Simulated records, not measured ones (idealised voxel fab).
Presented below is a process module, voxel fin reveal.
The width of the displayed cross-section, cut, is 155 nm; its cells are square, with a size of 5 nm.
This document writes a cross-section as a grid whose cells are square, and gives it as bands, listed from the top down; one or more rows of cells form a band.
A band entry consists of two parts. The first gives the height of the band's top and the height of its bottom, in nm. The rest lists the band's materials from left to right, each with its width in nm. A single material labelled with the word "full width" fills the band from edge to edge, and the word "air" marks empty space.
Heights are expressed relative to 0, this being the level below which the as-received wafer comprises one material exclusively. The lowest band is unbounded in the downward direction and is denoted as in "0 -> down".
When a width is written as two numbers, as in "30..40", the first number is the width in the top row of cells of the band and the second is the width in its bottom row, and the width changes by the same amount from each row to the next.
The designation "nothing was modified", where it is given for a processing step, indicates that no cell of the cross-section was altered in the course of that step.
Any empty space of 8 cells or more lacking an open way to the top shows up in "Closed voids list" as width x height at distance, distance from the left edge, in nm.
Post-settings text on a step line: simulator's own remark regarding the step.
overlay nm: step with mask; distance mask lay right of planned place; negative value = left of planned place.
Reading key. Pairs: pre-step and post-step cross-section, one process step apart; post-step view only to lowest changed band. Step between + settings: beneath pair. Runs: pairs may be from different runs of this module, same starting wafer. Continuation from pair above: only where "Before processing" entry says.
BEFORE PROCESSING
  0 -> down: Si full width
  Closed voids list: none
POST-STEP APPEARANCE
  5 -> 0: SiN full width
  All layers under 0 are left as they were.
  Closed voids list: none
Step lying between the two cross-sections just above: CONFORMAL_DEP,material SiN,thk nm 5
Before processing: unchanged from the after cross-section in the pair immediately above; refer to that figure.
POST-STEP APPEARANCE
  20 -> 5: aC full width
  All layers under 5 are left as they were.
  Closed voids list: none
Step lying between the two cross-sections just above: DIRECTIONAL_DEP,material aC,thk nm 15
Before processing: unchanged from the after cross-section in the pair immediately above; refer to that figure.
POST-STEP APPEARANCE
  55 -> 20: air: 50  resist: 15  air: 25  resist: 15  air: 50
  All layers under 20 are left as they were.
  Closed voids list: none
Step lying between the two cross-sections just above: PATTERN,tone cover,mask id FINS,material resist,width nm 15,pitch nm 40,thk nm 35,overlay nm 0
Before processing: unchanged from the after cross-section in the pair immediately above; refer to that figure.
POST-STEP APPEARANCE
  40 -> 20: air: 50  resist: 15  air: 25  resist: 15  air: 50
  20 -> 5: air: 50  aC: 15  air: 25  aC: 15  air: 50
  All layers under 5 are left as they were.
  Closed voids list: none
Step lying between the two cross-sections just above: DIRECTIONAL_ETCH,etch materials aC,depth nm 15
Before processing: unchanged from the after cross-section in the pair immediately above; refer to that figure.
POST-STEP APPEARANCE
  20 -> 5: air: 50  aC: 15  air: 25  aC: 15  air: 50
  All layers under 5 are left as they were.
  Closed voids list: none
Step lying between the two cross-sections just above: STRIP,etch materials resist
Before processing: unchanged from the after cross-section in the pair immediately above; refer to that figure.
POST-STEP APPEARANCE
  20 -> 5: air: 50  aC: 15  air: 25  aC: 15  air: 50
  5 -> 0: air: 50  SiN: 15  air: 25  SiN: 15  air: 50
  All layers under 0 are left as they were.
  Closed voids list: none
Step lying between the two cross-sections just above: DIRECTIONAL_ETCH,etch materials SiN,depth nm 5
Before processing: unchanged from the after cross-section in the pair immediately above; refer to that figure.
POST-STEP APPEARANCE
  20 -> 5: air: 50  aC: 15  air: 25  aC: 15  air: 50
  5 -> 0: air: 50  SiN: 15  air: 25  SiN: 15  air: 50
  0 -> -35: air: 50  Si: 15  air: 25  Si: 15  air: 50
  All layers under -35 are left as they were.
  Closed voids list: none
Step lying between the two cross-sections just above: DIRECTIONAL_ETCH,etch materials Si,depth nm 35
Before processing: unchanged from the after cross-section in the pair immediately above; refer to that figure.
POST-STEP APPEARANCE
  5 -> 0: air: 50  SiN: 15  air: 25  SiN: 15  air: 50
  All layers under 0 are left as they were.
  Closed voids list: none
Step lying between the two cross-sections just above: STRIP,etch materials aC
Before processing: unchanged from the after cross-section in the pair immediately above; refer to that figure.
POST-STEP APPEARANCE
  15 -> 5: SiO2 full width
  5 -> 0: SiO2: 50  SiN: 15  SiO2: 25  SiN: 15  SiO2: 50
  0 -> -35: SiO2: 50  Si: 15  SiO2: 25  Si: 15  SiO2: 50
  All layers under -35 are left as they were.
  Closed voids list: none
Step lying between the two cross-sections just above: FILL_DEP,material SiO2,thk nm 10
Before processing: unchanged from the after cross-section in the pair immediately above; refer to that figure.
POST-STEP APPEARANCE
  5 -> 0: SiO2: 50  SiN: 15  SiO2: 25  SiN: 15  SiO2: 50
  All layers under 0 are left as they were.
  Closed voids list: none
Step lying between the two cross-sections just above: CMP,height nm 5
Before processing: unchanged from the after cross-section in the pair immediately above; refer to that figure.
POST-STEP APPEARANCE
  5 -> 0: air: 50  SiN: 15  air: 25  SiN: 15  air: 50
  0 -> -10: air: 50  Si: 15  air: 25  Si: 15  air: 50
  All layers under -10 are left as they were.
  Closed voids list: none
Step lying between the two cross-sections just above: SELECTIVE_ETCH,etch materials SiO2,depth nm 15
Before processing: unchanged from the after cross-section in the pair immediately above; refer to that figure.
POST-STEP APPEARANCE
  0 -> -10: air: 50  Si: 15  air: 25  Si: 15  air: 50
  All layers under -10 are left as they were.
  Closed voids list: none
Step lying between the two cross-sections just above: STRIP,etch materials SiN
Before processing: unchanged from the after cross-section in the pair immediately above; refer to that figure.
POST-STEP APPEARANCE
  5 -> 0: air: 45  SiO2: 25  air: 15  SiO2: 25  air: 45
  0 -> -5: air: 45  SiO2: 5  Si: 15  SiO2: 5  air: 15  SiO2: 5  Si: 15  SiO2: 5  air: 45
  -5 -> -35: SiO2: 50  Si: 15  SiO2: 25  Si: 15  SiO2: 50
  All layers under -35 are left as they were.
  Closed voids list: none
Step lying between the two cross-sections just above: CONFORMAL_DEP,material SiO2,thk nm 5
BEFORE PROCESSING
  5 -> 0: air: 50  SiN: 15  air: 25  SiN: 15  air: 50
  0 -> -10: air: 50  Si: 15  air: 25  Si: 15  air: 50
  -10 -> -35: SiO2: 50  Si: 15  SiO2: 25  Si: 15  SiO2: 50
  -35 -> down: Si full width
  Closed voids list: none
POST-STEP APPEARANCE
  5 -> 0: air: 50  SiN: 15  air: 25  SiN: 15  air: 50
  0 -> -25: air: 50  Si: 15  air: 25  Si: 15  air: 50
  All layers under -25 are left as they were.
  Closed voids list: none
Step lying between the two cross-sections just above: SELECTIVE_ETCH,etch materials SiO2,depth nm 15
Before processing: unchanged from the after cross-section in the pair immediately above; refer to that figure.
POST-STEP APPEARANCE
  0 -> -25: air: 50  Si: 15  air: 25  Si: 15  air: 50
  All layers under -25 are left as they were.
  Closed voids list: none
Step lying between the two cross-sections just above: STRIP,etch materials SiN
Before processing: unchanged from the after cross-section in the pair immediately above; refer to that figure.
POST-STEP APPEARANCE
  5 -> 0: air: 45  SiO2: 25  air: 15  SiO2: 25  air: 45
  0 -> -20: air: 45  SiO2: 5  Si: 15  SiO2: 5  air: 15  SiO2: 5  Si: 15  SiO2: 5  air: 45
  -20 -> -35: SiO2: 50  Si: 15  SiO2: 25  Si: 15  SiO2: 50
  All layers under -35 are left as they were.
  Closed voids list: none
Step lying between the two cross-sections just above: CONFORMAL_DEP,material SiO2,thk nm 5
BEFORE PROCESSING
  5 -> 0: SiO2: 50  SiN: 15  SiO2: 25  SiN: 15  SiO2: 50
  0 -> -35: SiO2: 50  Si: 15  SiO2: 25  Si: 15  SiO2: 50
  -35 -> down: Si full width
  Closed voids list: none
POST-STEP APPEARANCE
  5 -> 0: SiO2: 50  air: 15  SiO2: 25  air: 15  SiO2: 50
  All layers under 0 are left as they were.
  Closed voids list: none
Step lying between the two cross-sections just above: STRIP,etch materials SiN
Before processing: unchanged from the after cross-section in the pair immediately above; refer to that figure.
POST-STEP APPEARANCE
  0 -> -10: air: 50  Si: 15  air: 25  Si: 15  air: 50
  -10 -> -15: SiO2: 35  air: 15  Si: 15  air: 25  Si: 15  air: 15  SiO2: 35
  All layers under -15 are left as they were.
  Closed voids list: none
Step lying between the two cross-sections just above: SELECTIVE_ETCH,etch materials SiO2,depth nm 15
Before processing: unchanged from the after cross-section in the pair immediately above; refer to that figure.
POST-STEP APPEARANCE
  5 -> 0: air: 45  SiO2: 25  air: 15  SiO2: 25  air: 45
  0 -> -5: air: 45  SiO2: 5  Si: 15  SiO2: 5  air: 15  SiO2: 5  Si: 15  SiO2: 5  air: 45
  -5 -> -10: SiO2: 40  air: 5  SiO2: 5  Si: 15  SiO2: 5  air: 15  SiO2: 5  Si: 15  SiO2: 5  air: 5  SiO2: 40
  -10 -> -35: SiO2: 50  Si: 15  SiO2: 25  Si: 15  SiO2: 50
  All layers under -35 are left as they were.
  Closed voids list: none
Step lying between the two cross-sections just above: CONFORMAL_DEP,material SiO2,thk nm 5
BEFORE PROCESSING
  15 -> 5: SiO2 full width
  5 -> 0: SiO2: 50  SiN: 15  SiO2: 25  SiN: 15  SiO2: 50
  0 -> -35: SiO2: 50  Si: 15  SiO2: 25  Si: 15  SiO2: 50
  -35 -> down: Si full width
  Closed voids list: none
POST-STEP APPEARANCE
  -5 -> -35: SiO2: 50  Si: 15  SiO2: 25  Si: 15  SiO2: 50
  All layers under -35 are left as they were.
  Closed voids list: none
Step lying between the two cross-sections just above: CMP,height nm -5
Before processing: unchanged from the after cross-section in the pair immediately above; refer to that figure.
POST-STEP APPEARANCE
  -5 -> -20: air: 50  Si: 15  air: 25  Si: 15  air: 50
  All layers under -20 are left as they were.
  Closed voids list: none
Step lying between the two cross-sections just above: SELECTIVE_ETCH,etch materials SiO2,depth nm 15
Before processing: unchanged from the after cross-section in the pair immediately above; refer to that figure.
POST-STEP APPEARANCE
  0 -> -5: air: 45  SiO2: 25  air: 15  SiO2: 25  air: 45
  -5 -> -15: air: 45  SiO2: 5  Si: 15  SiO2: 5  air: 15  SiO2: 5  Si: 15  SiO2: 5  air: 45
  -15 -> -35: SiO2: 50  Si: 15  SiO2: 25  Si: 15  SiO2: 50
  All layers under -35 are left as they were.
  Closed voids list: none
Step lying between the two cross-sections just above: CONFORMAL_DEP,material SiO2,thk nm 5
BEFORE PROCESSING
  20 -> 5: aC full width
  5 -> 0: SiN full width
  0 -> down: Si full width
  Closed voids list: none
POST-STEP APPEARANCE
  55 -> 20: air: 50  resist: 20  air: 20  resist: 20  air: 45
  All layers under 20 are left as they were.
  Closed voids list: none
Step lying between the two cross-sections just above: PATTERN,tone cover,mask id FINS,material resist,width nm 20,pitch nm 40,thk nm 35,overlay nm 0
Before processing: unchanged from the after cross-section in the pair immediately above; refer to that figure.
POST-STEP APPEARANCE
  40 -> 20: air: 50  resist: 20  air: 20  resist: 20  air: 45
  20 -> 5: air: 50  aC: 20  air: 20  aC: 20  air: 45
  All layers under 5 are left as they were.
  Closed voids list: none
Step lying between the two cross-sections just above: DIRECTIONAL_ETCH,etch materials aC,depth nm 15
Before processing: unchanged from the after cross-section in the pair immediately above; refer to that figure.
POST-STEP APPEARANCE
  20 -> 5: air: 50  aC: 20  air: 20  aC: 20  air: 45
  All layers under 5 are left as they were.
  Closed voids list: none
Step lying between the two cross-sections just above: STRIP,etch materials resist
Before processing: unchanged from the after cross-section in the pair immediately above; refer to that figure.
POST-STEP APPEARANCE
  20 -> 5: air: 50  aC: 20  air: 20  aC: 20  air: 45
  5 -> 0: air: 50  SiN: 20  air: 20  SiN: 20  air: 45
  All layers under 0 are left as they were.
  Closed voids list: none
Step lying between the two cross-sections just above: DIRECTIONAL_ETCH,etch materials SiN,depth nm 5
Before processing: unchanged from the after cross-section in the pair immediately above; refer to that figure.
POST-STEP APPEARANCE
  20 -> 5: air: 50  aC: 20  air: 20  aC: 20  air: 45
  5 -> 0: air: 50  SiN: 20  air: 20  SiN: 20  air: 45
  0 -> -35: air: 50  Si: 20  air: 20  Si: 20  air: 45
  All layers under -35 are left as they were.
  Closed voids list: none
Step lying between the two cross-sections just above: DIRECTIONAL_ETCH,etch materials Si,depth nm 35
Before processing: unchanged from the after cross-section in the pair immediately above; refer to that figure.
POST-STEP APPEARANCE
  5 -> 0: air: 50  SiN: 20  air: 20  SiN: 20  air: 45
  All layers under 0 are left as they were.
  Closed voids list: none
Step lying between the two cross-sections just above: STRIP,etch materials aC
Before processing: unchanged from the after cross-section in the pair immediately above; refer to that figure.
POST-STEP APPEARANCE
  15 -> 5: SiO2 full width
  5 -> 0: SiO2: 50  SiN: 20  SiO2: 20  SiN: 20  SiO2: 45
  0 -> -35: SiO2: 50  Si: 20  SiO2: 20  Si: 20  SiO2: 45
  All layers under -35 are left as they were.
  Closed voids list: none
Step lying between the two cross-sections just above: FILL_DEP,material SiO2,thk nm 10
Before processing: unchanged from the after cross-section in the pair immediately above; refer to that figure.
POST-STEP APPEARANCE
  5 -> 0: SiO2: 50  SiN: 20  SiO2: 20  SiN: 20  SiO2: 45
  All layers under 0 are left as they were.
  Closed voids list: none
Step lying between the two cross-sections just above: CMP,height nm 5
Before processing: unchanged from the after cross-section in the pair immediately above; refer to that figure.
POST-STEP APPEARANCE
  5 -> 0: air: 50  SiN: 20  air: 20  SiN: 20  air: 45
  0 -> -10: air: 50  Si: 20  air: 20  Si: 20  air: 45
  All layers under -10 are left as they were.
  Closed voids list: none
Step lying between the two cross-sections just above: SELECTIVE_ETCH,etch materials SiO2,depth nm 15
Before processing: unchanged from the after cross-section in the pair immediately above; refer to that figure.
POST-STEP APPEARANCE
  0 -> -10: air: 50  Si: 20  air: 20  Si: 20  air: 45
  All layers under -10 are left as they were.
  Closed voids list: none
Step lying between the two cross-sections just above: STRIP,etch materials SiN
Before processing: unchanged from the after cross-section in the pair immediately above; refer to that figure.
POST-STEP APPEARANCE
  5 -> 0: air: 45  SiO2: 30  air: 10  SiO2: 30  air: 40
  0 -> -5: air: 45  SiO2: 5  Si: 20  SiO2: 5  air: 10  SiO2: 5  Si: 20  SiO2: 5  air: 40
  -5 -> -35: SiO2: 50  Si: 20  SiO2: 20  Si: 20  SiO2: 45
  All layers under -35 are left as they were.
  Closed voids list: none
Step lying between the two cross-sections just above: CONFORMAL_DEP,material SiO2,thk nm 5
BEFORE PROCESSING
  20 -> 5: aC full width
  5 -> 0: SiN full width
  0 -> down: Si full width
  Closed voids list: none
POST-STEP APPEARANCE
  55 -> 20: air: 45  resist: 15  air: 25  resist: 15  air: 55
  All layers under 20 are left as they were.
  Closed voids list: none
Step lying between the two cross-sections just above: PATTERN,tone cover,mask id FINS,material resist,width nm 15,pitch nm 40,thk nm 35,overlay nm -5
Before processing: unchanged from the after cross-section in the pair immediately above; refer to that figure.
POST-STEP APPEARANCE
  40 -> 20: air: 45  resist: 15  air: 25  resist: 15  air: 55
  20 -> 5: air: 45  aC: 15  air: 25  aC: 15  air: 55
  All layers under 5 are left as they were.
  Closed voids list: none
Step lying between the two cross-sections just above: DIRECTIONAL_ETCH,etch materials aC,depth nm 15
Before processing: unchanged from the after cross-section in the pair immediately above; refer to that figure.
POST-STEP APPEARANCE
  20 -> 5: air: 45  aC: 15  air: 25  aC: 15  air: 55
  All layers under 5 are left as they were.
  Closed voids list: none
Step lying between the two cross-sections just above: STRIP,etch materials resist
Before processing: unchanged from the after cross-section in the pair immediately above; refer to that figure.
POST-STEP APPEARANCE
  20 -> 5: air: 45  aC: 15  air: 25  aC: 15  air: 55
  5 -> 0: air: 45  SiN: 15  air: 25  SiN: 15  air: 55
  All layers under 0 are left as they were.
  Closed voids list: none
Step lying between the two cross-sections just above: DIRECTIONAL_ETCH,etch materials SiN,depth nm 5
Before processing: unchanged from the after cross-section in the pair immediately above; refer to that figure.
POST-STEP APPEARANCE
  20 -> 5: air: 45  aC: 15  air: 25  aC: 15  air: 55
  5 -> 0: air: 45  SiN: 15  air: 25  SiN: 15  air: 55
  0 -> -35: air: 45  Si: 15  air: 25  Si: 15  air: 55
  All layers under -35 are left as they were.
  Closed voids list: none
Step lying between the two cross-sections just above: DIRECTIONAL_ETCH,etch materials Si,depth nm 35
Before processing: unchanged from the after cross-section in the pair immediately above; refer to that figure.
POST-STEP APPEARANCE
  5 -> 0: air: 45  SiN: 15  air: 25  SiN: 15  air: 55
  All layers under 0 are left as they were.
  Closed voids list: none
Step lying between the two cross-sections just above: STRIP,etch materials aC
Before processing: unchanged from the after cross-section in the pair immediately above; refer to that figure.
POST-STEP APPEARANCE
  15 -> 5: SiO2 full width
  5 -> 0: SiO2: 45  SiN: 15  SiO2: 25  SiN: 15  SiO2: 55
  0 -> -35: SiO2: 45  Si: 15  SiO2: 25  Si: 15  SiO2: 55
  All layers under -35 are left as they were.
  Closed voids list: none
Step lying between the two cross-sections just above: FILL_DEP,material SiO2,thk nm 10
Before processing: unchanged from the after cross-section in the pair immediately above; refer to that figure.
POST-STEP APPEARANCE
  5 -> 0: SiO2: 45  SiN: 15  SiO2: 25  SiN: 15  SiO2: 55
  All layers under 0 are left as they were.
  Closed voids list: none
Step lying between the two cross-sections just above: CMP,height nm 5
Before processing: unchanged from the after cross-section in the pair immediately above; refer to that figure.
POST-STEP APPEARANCE
  5 -> 0: air: 45  SiN: 15  air: 25  SiN: 15  air: 55
  0 -> -10: air: 45  Si: 15  air: 25  Si: 15  air: 55
  All layers under -10 are left as they were.
  Closed voids list: none
Step lying between the two cross-sections just above: SELECTIVE_ETCH,etch materials SiO2,depth nm 15
Before processing: unchanged from the after cross-section in the pair immediately above; refer to that figure.
POST-STEP APPEARANCE
  0 -> -10: air: 45  Si: 15  air: 25  Si: 15  air: 55
  All layers under -10 are left as they were.
  Closed voids list: none
Step lying between the two cross-sections just above: STRIP,etch materials SiN
Before processing: unchanged from the after cross-section in the pair immediately above; refer to that figure.
POST-STEP APPEARANCE
  5 -> 0: air: 40  SiO2: 25  air: 15  SiO2: 25  air: 50
  0 -> -5: air: 40  SiO2: 5  Si: 15  SiO2: 5  air: 15  SiO2: 5  Si: 15  SiO2: 5  air: 50
  -5 -> -35: SiO2: 45  Si: 15  SiO2: 25  Si: 15  SiO2: 55
  All layers under -35 are left as they were.
  Closed voids list: none
Step lying between the two cross-sections just above: CONFORMAL_DEP,material SiO2,thk nm 5
BEFORE PROCESSING
  5 -> 0: air: 50  SiN: 15  air: 25  SiN: 15  air: 50
  0 -> -35: air: 50  Si: 15  air: 25  Si: 15  air: 50
  -35 -> down: Si full width
  Closed voids list: none
POST-STEP APPEARANCE
  15 -> 5: aC full width
  5 -> 0: aC: 50  SiN: 15  aC: 25  SiN: 15  aC: 50
  0 -> -35: aC: 50  Si: 15  aC: 25  Si: 15  aC: 50
  All layers under -35 are left as they were.
  Closed voids list: none
Step lying between the two cross-sections just above: FILL_DEP,material aC,thk nm 10
Before processing: unchanged from the after cross-section in the pair immediately above; refer to that figure.
POST-STEP APPEARANCE
  5 -> 0: aC: 50  SiN: 15  aC: 25  SiN: 15  aC: 50
  All layers under 0 are left as they were.
  Closed voids list: none
Step lying between the two cross-sections just above: CMP,height nm 5
Before processing: unchanged from the after cross-section in the pair immediately above; refer to that figure.
POST-STEP APPEARANCE
  5 -> 0: aC: 50  air: 15  aC: 25  air: 15  aC: 50
  All layers under 0 are left as they were.
  Closed voids list: none
Step lying between the two cross-sections just above: STRIP,etch materials SiN
Before processing: unchanged from the after cross-section in the pair immediately above; refer to that figure.
POST-STEP APPEARANCE
  10 -> 5: SiO2: 55  air: 5  SiO2: 35  air: 5  SiO2: 55
  5 -> 0: aC: 50  SiO2: 15  aC: 25  SiO2: 15  aC: 50
  All layers under 0 are left as they were.
  Closed voids list: none
Step lying between the two cross-sections just above: CONFORMAL_DEP,material SiO2,thk nm 5
BEFORE PROCESSING
  20 -> 5: aC full width
  5 -> 0: SiN full width
  0 -> down: Si full width
  Closed voids list: none
POST-STEP APPEARANCE
  55 -> 20: resist: 50  air: 15  resist: 25  air: 15  resist: 50
  All layers under 20 are left as they were.
  Closed voids list: none
Step lying between the two cross-sections just above: PATTERN,tone open,mask id FINS,material resist,width nm 15,pitch nm 40,thk nm 35,overlay nm 0
Before processing: unchanged from the after cross-section in the pair immediately above; refer to that figure.
POST-STEP APPEARANCE
  40 -> 20: resist: 50  air: 15  resist: 25  air: 15  resist: 50
  20 -> 5: aC: 50  air: 15  aC: 25  air: 15  aC: 50
  All layers under 5 are left as they were.
  Closed voids list: none
Step lying between the two cross-sections just above: DIRECTIONAL_ETCH,etch materials aC,depth nm 15
Before processing: unchanged from the after cross-section in the pair immediately above; refer to that figure.
POST-STEP APPEARANCE
  20 -> 5: aC: 50  air: 15  aC: 25  air: 15  aC: 50
  All layers under 5 are left as they were.
  Closed voids list: none
Step lying between the two cross-sections just above: STRIP,etch materials resist
Before processing: unchanged from the after cross-section in the pair immediately above; refer to that figure.
POST-STEP APPEARANCE
  20 -> 5: aC: 50  air: 15  aC: 25  air: 15  aC: 50
  5 -> 0: SiN: 50  air: 15  SiN: 25  air: 15  SiN: 50
  All layers under 0 are left as they were.
  Closed voids list: none
Step lying between the two cross-sections just above: DIRECTIONAL_ETCH,etch materials SiN,depth nm 5
Before processing: unchanged from the after cross-section in the pair immediately above; refer to that figure.
POST-STEP APPEARANCE
  20 -> 5: aC: 50  air: 15  aC: 25  air: 15  aC: 50
  5 -> 0: SiN: 50  air: 15  SiN: 25  air: 15  SiN: 50
  0 -> -35: Si: 50  air: 15  Si: 25  air: 15  Si: 50
  All layers under -35 are left as they were.
  Closed voids list: none
Step lying between the two cross-sections just above: DIRECTIONAL_ETCH,etch materials Si,depth nm 35
Before processing: unchanged from the after cross-section in the pair immediately above; refer to that figure.
POST-STEP APPEARANCE
  5 -> 0: SiN: 50  air: 15  SiN: 25  air: 15  SiN: 50
  All layers under 0 are left as they were.
  Closed voids list: none
Step lying between the two cross-sections just above: STRIP,etch materials aC
Before processing: unchanged from the after cross-section in the pair immediately above; refer to that figure.
POST-STEP APPEARANCE
  15 -> 5: SiO2 full width
  5 -> 0: SiN: 50  SiO2: 15  SiN: 25  SiO2: 15  SiN: 50
  0 -> -35: Si: 50  SiO2: 15  Si: 25  SiO2: 15  Si: 50
  All layers under -35 are left as they were.
  Closed voids list: none
Step lying between the two cross-sections just above: FILL_DEP,material SiO2,thk nm 10
Before processing: unchanged from the after cross-section in the pair immediately above; refer to that figure.
POST-STEP APPEARANCE
  5 -> 0: SiN: 50  SiO2: 15  SiN: 25  SiO2: 15  SiN: 50
  All layers under 0 are left as they were.
  Closed voids list: none
Step lying between the two cross-sections just above: CMP,height nm 5
Before processing: unchanged from the after cross-section in the pair immediately above; refer to that figure.
POST-STEP APPEARANCE
  5 -> 0: SiN: 50  air: 15  SiN: 25  air: 15  SiN: 50
  0 -> -10: Si: 50  air: 15  Si: 25  air: 15  Si: 50
  All layers under -10 are left as they were.
  Closed voids list: none
Step lying between the two cross-sections just above: SELECTIVE_ETCH,etch materials SiO2,depth nm 15
Before processing: unchanged from the after cross-section in the pair immediately above; refer to that figure.
POST-STEP APPEARANCE
  0 -> -10: Si: 50  air: 15  Si: 25  air: 15  Si: 50
  All layers under -10 are left as they were.
  Closed voids list: none
Step lying between the two cross-sections just above: STRIP,etch materials SiN
Before processing: unchanged from the after cross-section in the pair immediately above; refer to that figure.
POST-STEP APPEARANCE
  5 -> 0: SiO2: 55  air: 5  SiO2: 35  air: 5  SiO2: 55
  0 -> -5: Si: 50  SiO2: 5  air: 5  SiO2: 5  Si: 25  SiO2: 5  air: 5  SiO2: 5  Si: 50
  -5 -> -35: Si: 50  SiO2: 15  Si: 25  SiO2: 15  Si: 50
  All layers under -35 are left as they were.
  Closed voids list: none
Step lying between the two cross-sections just above: CONFORMAL_DEP,material SiO2,thk nm 5
